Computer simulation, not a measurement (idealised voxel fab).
process module | voxel wiring stack
cross-section cut | 240 nm wide | cells 5 nm
A cross-section is a grid of square cells, given in bands from the top down. A band is one or more rows of cells.
Each band's line starts with the height of the band's top and of its bottom, in nm. Then come its materials from left to right, each with its width in nm. One material with "throughout" fills the band from edge to edge. "air" is empty space.
Height 0 is the level under which the wafer as received is all one material. The lowest band goes on downwards, as in "0 down".
A width such as "30 to 40" changes by the same amount from each row of cells to the next, from the band's top row to its bottom row.
"no change" after a step means that no cell of the cross-section changed.
closed voids: empty space of 8 cells or more with no open way to the top, each as width x height at its distance from the left edge, in nm
after a step's settings: what the simulator itself notes on the step
overlay nm, on a step with a mask: how far to the right of its planned place the mask lay; to the left if negative
plan
1 op RECEIVE | material Si
2 op CONFORMAL_DEP | material SiO2 | thk nm 10
3 op DIRECTIONAL_DEP | material TiN | thk nm 5
4 op DIRECTIONAL_DEP | material Ru | thk nm 20
5 op MASKED_ETCH | tone cover | mask id METAL_1 | width nm 20 | pitch nm 40 | etch materials Ru | depth nm 20 | overlay nm 0
6 op MASKED_ETCH | tone cover | mask id METAL_1 | width nm 20 | pitch nm 40 | etch materials TiN | depth nm 5 | overlay nm 0
7 op FILL_DEP | material SiO2 | thk nm 5
8 op CMP | height nm 35
9 op CONFORMAL_DEP | material SiCN | thk nm 5
10 op DIRECTIONAL_DEP | material lowk | thk nm 10
11 op MASKED_ETCH | tone open | mask id PLUG_1 | width nm 15 | pitch nm 80 | etch materials lowk | depth nm 10 | overlay nm 0
12 op MASKED_ETCH | tone open | mask id PLUG_1 | width nm 15 | pitch nm 80 | etch materials SiCN | depth nm 5 | overlay nm 0
13 op CONFORMAL_DEP | material TiN | thk nm 5
14 op FILL_DEP | material Ru | thk nm 10
15 op CMP | height nm 50
16 op DIRECTIONAL_DEP | material TiN | thk nm 5
17 op DIRECTIONAL_DEP | material Ru | thk nm 20
18 op PATTERN | tone cover | mask id METAL_2 | material resist | width nm 20 | pitch nm 40 | thk nm 20 | overlay nm 0
19 op DIRECTIONAL_ETCH | etch materials Ru | depth nm 20
20 op DIRECTIONAL_ETCH | etch materials TiN | depth nm 5
21 op STRIP | etch materials resist
22 op CONFORMAL_DEP | material SiCN | thk nm 5
23 op FILL_DEP | material lowk | thk nm 5
24 op CMP | height nm 75
25 op CONFORMAL_DEP | material SiCN | thk nm 5
first wafer, as planned
as received, after step 1
  0 down: Si throughout
  closed voids: none
after step 2
  10 to 0: SiO2 throughout
  below 0: unchanged
after step 3
  15 to 10: TiN throughout
  below 10: unchanged
after step 4
  35 to 15: Ru throughout
  below 15: unchanged
after step 5
  35 to 15: air 70 | Ru 20 | air 20 | Ru 20 | air 20 | Ru 20 | air 70
  below 15: unchanged
after step 6
  35 to 15: air 70 | Ru 20 | air 20 | Ru 20 | air 20 | Ru 20 | air 70
  15 to 10: air 70 | TiN 20 | air 20 | TiN 20 | air 20 | TiN 20 | air 70
  below 10: unchanged
after step 7
  40 to 35: SiO2 throughout
  35 to 15: SiO2 70 | Ru 20 | SiO2 20 | Ru 20 | SiO2 20 | Ru 20 | SiO2 70
  15 to 10: SiO2 70 | TiN 20 | SiO2 20 | TiN 20 | SiO2 20 | TiN 20 | SiO2 70
  below 10: unchanged
after step 8
  35 to 15: SiO2 70 | Ru 20 | SiO2 20 | Ru 20 | SiO2 20 | Ru 20 | SiO2 70
  below 15: unchanged
after step 9
  40 to 35: SiCN throughout
  below 35: unchanged
after step 10
  50 to 40: lowk throughout
  below 40: unchanged
after step 11
  50 to 40: lowk 70 | air 15 | lowk 65 | air 15 | lowk 75
  below 40: unchanged
after step 12
  50 to 40: lowk 70 | air 15 | lowk 65 | air 15 | lowk 75
  40 to 35: SiCN 70 | air 15 | SiCN 65 | air 15 | SiCN 75
  below 35: unchanged
after step 13
  55 to 50: TiN 75 | air 5 | TiN 75 | air 5 | TiN 80
  50 to 40: lowk 70 | TiN 5 | air 5 | TiN 5 | lowk 65 | TiN 5 | air 5 | TiN 5 | lowk 75
  40 to 35: SiCN 70 | TiN 15 | SiCN 65 | TiN 15 | SiCN 75
  below 35: unchanged
after step 14
  65 to 55: Ru throughout
  55 to 50: TiN 75 | Ru 5 | TiN 75 | Ru 5 | TiN 80
  50 to 40: lowk 70 | TiN 5 | Ru 5 | TiN 5 | lowk 65 | TiN 5 | Ru 5 | TiN 5 | lowk 75
  below 40: unchanged
after step 15
  50 to 40: lowk 70 | TiN 5 | Ru 5 | TiN 5 | lowk 65 | TiN 5 | Ru 5 | TiN 5 | lowk 75
  below 40: unchanged
after step 16
  55 to 50: TiN throughout
  below 50: unchanged
after step 17
  75 to 55: Ru throughout
  below 55: unchanged
after step 18
  95 to 75: air 70 | resist 20 | air 20 | resist 20 | air 20 | resist 20 | air 70
  below 75: unchanged
after step 19
  95 to 75: air 70 | resist 20 | air 20 | resist 20 | air 20 | resist 20 | air 70
  75 to 55: air 70 | Ru 20 | air 20 | Ru 20 | air 20 | Ru 20 | air 70
  below 55: unchanged
after step 20
  95 to 75: air 70 | resist 20 | air 20 | resist 20 | air 20 | resist 20 | air 70
  75 to 55: air 70 | Ru 20 | air 20 | Ru 20 | air 20 | Ru 20 | air 70
  55 to 50: air 70 | TiN 20 | air 20 | TiN 20 | air 20 | TiN 20 | air 70
  below 50: unchanged
after step 21
  75 to 55: air 70 | Ru 20 | air 20 | Ru 20 | air 20 | Ru 20 | air 70
  below 55: unchanged
after step 22
  80 to 75: air 65 | SiCN 30 | air 10 | SiCN 30 | air 10 | SiCN 30 | air 65
  75 to 55: air 65 | SiCN 5 | Ru 20 | SiCN 5 | air 10 | SiCN 5 | Ru 20 | SiCN 5 | air 10 | SiCN 5 | Ru 20 | SiCN 5 | air 65
  55 to 50: SiCN 70 | TiN 20 | SiCN 20 | TiN 20 | SiCN 20 | TiN 20 | SiCN 70
  below 50: unchanged
after step 23
  85 to 80: lowk throughout
  80 to 75: lowk 65 | SiCN 30 | lowk 10 | SiCN 30 | lowk 10 | SiCN 30 | lowk 65
  75 to 55: lowk 65 | SiCN 5 | Ru 20 | SiCN 5 | lowk 10 | SiCN 5 | Ru 20 | SiCN 5 | lowk 10 | SiCN 5 | Ru 20 | SiCN 5 | lowk 65
  below 55: unchanged
after step 24
  75 to 55: lowk 65 | SiCN 5 | Ru 20 | SiCN 5 | lowk 10 | SiCN 5 | Ru 20 | SiCN 5 | lowk 10 | SiCN 5 | Ru 20 | SiCN 5 | lowk 65
  below 55: unchanged
after step 25
  80 to 75: SiCN throughout
  below 75: unchanged
second wafer: like start, like plan, one mistake. Through step 10 it matches the first wafer
when step 11 should have ended
  50 to 40: lowk 75 | air 15 | lowk 65 | air 15 | lowk 70
  below 40: unchanged
when step 12 should have ended
  50 to 40: lowk 75 | air 15 | lowk 65 | air 15 | lowk 70
  40 to 35: SiCN 75 | air 10 | SiCN 70 | air 10 | SiCN 75
  below 35: unchanged
when step 13 should have ended
  55 to 50: TiN 80 | air 5 | TiN 75 | air 5 | TiN 75
  50 to 45: lowk 75 | TiN 5 | air 5 | TiN 5 | lowk 65 | TiN 5 | air 5 | TiN 5 | lowk 70
  45 to 40: lowk 75 | TiN 15 | lowk 65 | TiN 15 | lowk 70
  40 to 35: SiCN 75 | TiN 10 | SiCN 70 | TiN 10 | SiCN 75
  below 35: unchanged
when step 14 should have ended
  65 to 55: Ru throughout
  55 to 50: TiN 80 | Ru 5 | TiN 75 | Ru 5 | TiN 75
  50 to 45: lowk 75 | TiN 5 | Ru 5 | TiN 5 | lowk 65 | TiN 5 | Ru 5 | TiN 5 | lowk 70
  below 45: unchanged
when step 15 should have ended
  50 to 45: lowk 75 | TiN 5 | Ru 5 | TiN 5 | lowk 65 | TiN 5 | Ru 5 | TiN 5 | lowk 70
  below 45: unchanged
when step 16 should have ended
  55 to 50: TiN throughout
  below 50: unchanged
when step 17 should have ended
  75 to 55: Ru throughout
  below 55: unchanged
when step 18 should have ended
  95 to 75: air 70 | resist 20 | air 20 | resist 20 | air 20 | resist 20 | air 70
  below 75: unchanged
when step 19 should have ended
  95 to 75: air 70 | resist 20 | air 20 | resist 20 | air 20 | resist 20 | air 70
  75 to 55: air 70 | Ru 20 | air 20 | Ru 20 | air 20 | Ru 20 | air 70
  below 55: unchanged
when step 20 should have ended
  95 to 75: air 70 | resist 20 | air 20 | resist 20 | air 20 | resist 20 | air 70
  75 to 55: air 70 | Ru 20 | air 20 | Ru 20 | air 20 | Ru 20 | air 70
  55 to 50: air 70 | TiN 20 | air 20 | TiN 20 | air 20 | TiN 20 | air 70
  below 50: unchanged
when step 21 should have ended
  75 to 55: air 70 | Ru 20 | air 20 | Ru 20 | air 20 | Ru 20 | air 70
  below 55: unchanged
when step 22 should have ended
  80 to 75: air 65 | SiCN 30 | air 10 | SiCN 30 | air 10 | SiCN 30 | air 65
  75 to 55: air 65 | SiCN 5 | Ru 20 | SiCN 5 | air 10 | SiCN 5 | Ru 20 | SiCN 5 | air 10 | SiCN 5 | Ru 20 | SiCN 5 | air 65
  55 to 50: SiCN 70 | TiN 20 | SiCN 20 | TiN 20 | SiCN 20 | TiN 20 | SiCN 70
  below 50: unchanged
when step 23 should have ended
  85 to 80: lowk throughout
  80 to 75: lowk 65 | SiCN 30 | lowk 10 | SiCN 30 | lowk 10 | SiCN 30 | lowk 65
  75 to 55: lowk 65 | SiCN 5 | Ru 20 | SiCN 5 | lowk 10 | SiCN 5 | Ru 20 | SiCN 5 | lowk 10 | SiCN 5 | Ru 20 | SiCN 5 | lowk 65
  below 55: unchanged
when step 24 should have ended
  75 to 55: lowk 65 | SiCN 5 | Ru 20 | SiCN 5 | lowk 10 | SiCN 5 | Ru 20 | SiCN 5 | lowk 10 | SiCN 5 | Ru 20 | SiCN 5 | lowk 65
  below 55: unchanged
when step 25 should have ended
  80 to 75: SiCN throughout
  below 75: unchanged
what went wrong: step 11 ran as: op MASKED_ETCH | tone open | mask id PLUG_1 | width nm 15 | pitch nm 80 | etch materials lowk | depth nm 10 | overlay nm 5
at the end the second wafer has, in cells: 2 fewer of Ru | 2 more of SiCN
